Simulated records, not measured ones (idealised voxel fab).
process module | voxel ribs on slabs
cross-section cut | 260 nm wide | cells 5 nm
A cross-section is a grid of square cells, given in bands from the top down. A band is one or more rows of cells.
Each band's line starts with the height of the band's top and of its bottom, in nm. Then come its materials from left to right, each with its width in nm. One material with "throughout" fills the band from edge to edge. "air" is empty space.
Height 0 is the level under which the wafer as received is all one material. The lowest band goes on downwards, as in "0 down".
A width such as "30 to 40" changes by the same amount from each row of cells to the next, from the band's top row to its bottom row.
"no change" after a step means that no cell of the cross-section changed.
closed voids: empty space of 8 cells or more with no open way to the top, each as width x height at its distance from the left edge, in nm
after a step's settings: what the simulator itself notes on the step
overlay nm, on a step with a mask: how far to the right of its planned place the mask lay; to the left if negative
plan
1 op RECEIVE | material Si
2 op DIRECTIONAL_DEP | material SiO2 | thk nm 20
3 op DIRECTIONAL_DEP | material SiN | thk nm 15
4 op DIRECTIONAL_DEP | material aC | thk nm 10
5 op PATTERN | tone cover | mask id RIB | material resist | width nm 20 | thk nm 25 | overlay nm 0
6 op DIRECTIONAL_ETCH | etch materials aC | depth nm 10
7 op STRIP | etch materials resist
8 op DIRECTIONAL_ETCH | etch materials SiN | depth nm 10
9 op STRIP | etch materials aC
10 op MASKED_ETCH | tone cover | mask id SLAB | width nm 60 | etch materials SiN | depth nm 5 | overlay nm 0
11 op FILL_DEP | material SiO2 | thk nm 20
12 op CMP | height nm 45
13 op DIRECTIONAL_DEP | material TiN | thk nm 10
14 op PATTERN | tone cover | mask id HEATER | material resist | width nm 30 | thk nm 15 | overlay nm 0
15 op DIRECTIONAL_ETCH | etch materials TiN | depth nm 10
16 op STRIP | etch materials resist
17 op CONFORMAL_DEP | material SiO2 | thk nm 10
varied across the wafers: width nm of step 10. The plan shows the first wafer's value. All wafers start alike
first wafer as received, after step 1
  0 down: Si throughout
  closed voids: none
each wafer at the end: cells of each material gained (+) or lost (-) since it was received, then its closed voids
width nm 60 | +20 SiN | +560 SiO2 | +12 TiN | closed voids: none
width nm 65 | +21 SiN | +559 SiO2 | +12 TiN | closed voids: none
width nm 70 | +22 SiN | +558 SiO2 | +12 TiN | closed voids: none
width nm 75 | +23 SiN | +557 SiO2 | +12 TiN | closed voids: none
width nm 80 | +24 SiN | +556 SiO2 | +12 TiN | closed voids: none
width nm 85 | +25 SiN | +555 SiO2 | +12 TiN | closed voids: none
